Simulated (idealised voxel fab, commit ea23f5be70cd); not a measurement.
This section sets out a process module, namely voxel transistor to metal.
This is section cut - it's 285 nm across, gridded in 5 nm square cells.
In this document a cross-section is written as a grid of square cells. It is given as a series of bands, listed from the top down, and a band is one or more rows of cells. First you get the band's top height and its bottom height, in nm, and then the materials it's made of, left to right, with each width in nm. If you see a single material with "full width", that one covers the band edge to edge. "blank" is empty space. Height is counted from the level 0, under which the received wafer is composed throughout of one material. The lowest of the bands is not closed at the bottom but continues downward, in the notation "from 0 down". Think of "30..40" as a width that walks from the first number to the second as you go down the band, top row to bottom row, taking equal-sized steps from row to row. Key: "no modification" - step with no changed cell in the cross-section. In the "Fully sealed cavities" entry, you get each enclosed empty space of 8 cells or more, one with no open way to the top, written width x height at distance, distance from the left edge, in nm. after a step's settings: what the simulator itself notes on the step. The setting "overlay nm" may be written on the line of a step. When the step uses a mask, the value reports how far to the right of the planned place the mask lay, and a negative value reports that it lay to the left.
-- These are the steps we planned for the process
1) op RECEIVE | material Si
2) op OXIDIZE | depth nm 5
3) op CONFORMAL_DEP | material SiN | thk nm 10
4) op PATTERN | tone cover | mask id ACTIVE | material resist | width nm 100 | pitch nm 125 | thk nm 20 | overlay nm 0
5) op DIRECTIONAL_ETCH | etch materials SiN | depth nm 10
6) op DIRECTIONAL_ETCH | etch materials SiO2 | depth nm 5
7) op DIRECTIONAL_ETCH | etch materials Si | depth nm 25
8) op STRIP | etch materials resist
9) op FILL_DEP | material SiO2 | thk nm 10
10) op CMP | height nm 10
11) op SELECTIVE_ETCH | etch materials SiO2 | depth nm 5
12) op STRIP | etch materials SiN
13) op SELECTIVE_ETCH | etch materials SiO2 | depth nm 5
14) op OXIDIZE | depth nm 5
15) op DIRECTIONAL_DEP | material polySi | thk nm 25
16) op DIRECTIONAL_DEP | material SiCN | thk nm 10
17) op DIRECTIONAL_DEP | material aC | thk nm 10
18) op PATTERN | tone cover | mask id GATE | material resist | width nm 20 | pitch nm 125 | thk nm 30 | overlay nm 0
19) op DIRECTIONAL_ETCH | etch materials aC | depth nm 10
20) op STRIP | etch materials resist
21) op DIRECTIONAL_ETCH | etch materials SiCN | depth nm 20
22) op DIRECTIONAL_ETCH | etch materials polySi | depth nm 35
23) op STRIP | etch materials aC
24) op CONFORMAL_DEP | material SiN | thk nm 10
25) op DIRECTIONAL_ETCH | etch materials SiN | depth nm 10
26) op DIRECTIONAL_ETCH | etch materials SiO2 | depth nm 5
27) op EPI | material SiGe | thk nm 5
28) op FILL_DEP | material SiO2 | thk nm 10
29) op CMP | height nm 30
30) op DIRECTIONAL_DEP | material SiO2 | thk nm 15
31) op MASKED_ETCH | tone open | mask id CONTACT | width nm 30 | etch materials SiO2 | depth nm 50 | overlay nm 0
32) op CONFORMAL_DEP | material TiN | thk nm 5
33) op FILL_DEP | material W | thk nm 10
34) op CMP | height nm 45
35) op CONFORMAL_DEP | material SiCN | thk nm 5
36) op DIRECTIONAL_DEP | material lowk | thk nm 25
37) op MASKED_ETCH | tone open | mask id METAL_1 | width nm 15 | etch materials lowk | depth nm 25 | overlay nm 0
38) op MASKED_ETCH | tone open | mask id METAL_1 | width nm 15 | etch materials SiCN | depth nm 5 | overlay nm 0
39) op CONFORMAL_DEP | material TiN | thk nm 5
40) op FILL_DEP | material Ru | thk nm 10
41) op CMP | height nm 75
42) op EPI | material Ru | thk nm 5
43) op FILL_DEP | material SiCN | thk nm 5
-- Cross-section of the wafer at receipt, which is the condition after step 1
* from 0 down = Si full width
* Fully sealed cavities: none
-- What the wafer looks like in cross-section after this module, when it starts as shown above and follows the plan above but one mistake is made in running it
* from 85 to 80 = SiCN full width
* from 80 to 75 = SiCN: 30, then Ru: 25, then SiCN: 50, then Ru: 25, then SiCN: 25, then Ru: 25, then SiCN: 50, then Ru: 25, then SiCN: 30
* from 75 to 50 = lowk: 35, then TiN: 5, then Ru: 5, then TiN: 5, then lowk: 60, then TiN: 5, then Ru: 5, then TiN: 5, then lowk: 35, then TiN: 5, then Ru: 5, then TiN: 5, then lowk: 60, then TiN: 5, then Ru: 5, then TiN: 5, then lowk: 35
* from 50 to 45 = SiCN: 35, then TiN: 15, then SiCN: 60, then TiN: 15, then SiCN: 35, then TiN: 15, then SiCN: 60, then TiN: 15, then SiCN: 35
* from 45 to 35 = SiO2: 35, then TiN: 5, then W: 20, then TiN: 5, then SiO2: 30, then TiN: 5, then W: 20, then TiN: 5, then SiO2: 35, then TiN: 5, then W: 20, then TiN: 5, then SiO2: 30, then TiN: 5, then W: 20, then TiN: 5, then SiO2: 35
* from 35 to 30 = SiO2: 35, then TiN: 5, then W: 15, then TiN: 10, then SiO2: 30, then TiN: 10, then W: 15, then TiN: 5, then SiO2: 35, then TiN: 5, then W: 15, then TiN: 10, then SiO2: 30, then TiN: 10, then W: 15, then TiN: 5, then SiO2: 35
* from 30 to 20 = SiO2: 35, then TiN: 5, then W: 15, then TiN: 5, then SiN: 10, then SiCN: 20, then SiN: 10, then TiN: 5, then W: 15, then TiN: 5, then SiO2: 35, then TiN: 5, then W: 15, then TiN: 5, then SiN: 10, then SiCN: 20, then SiN: 10, then TiN: 5, then W: 15, then TiN: 5, then SiO2: 35
* from 20 to 0 = SiO2: 35, then TiN: 5, then W: 15, then TiN: 5, then SiN: 10, then polySi: 20, then SiN: 10, then TiN: 5, then W: 15, then TiN: 5, then SiO2: 35, then TiN: 5, then W: 15, then TiN: 5, then SiN: 10, then polySi: 20, then SiN: 10, then TiN: 5, then W: 15, then TiN: 5, then SiO2: 35
* from 0 to -5 = SiO2: 25, then SiN: 10, then TiN: 25, then SiN: 10, then polySi: 20, then SiN: 10, then TiN: 25, then SiN: 10, then SiO2: 15, then SiN: 10, then TiN: 25, then SiN: 10, then polySi: 20, then SiN: 10, then TiN: 25, then SiN: 10, then SiO2: 25
* from -5 to -20 = SiO2 full width
* from -20 to -30 = SiO2: 30, then Si: 100, then SiO2: 25, then Si: 100, then SiO2: 30
* from -30 down = Si full width
* Fully sealed cavities: none
Short version of what went wrong: so step 14 ended up running with a different setting than we planned, it ran as op OXIDIZE | depth nm 15
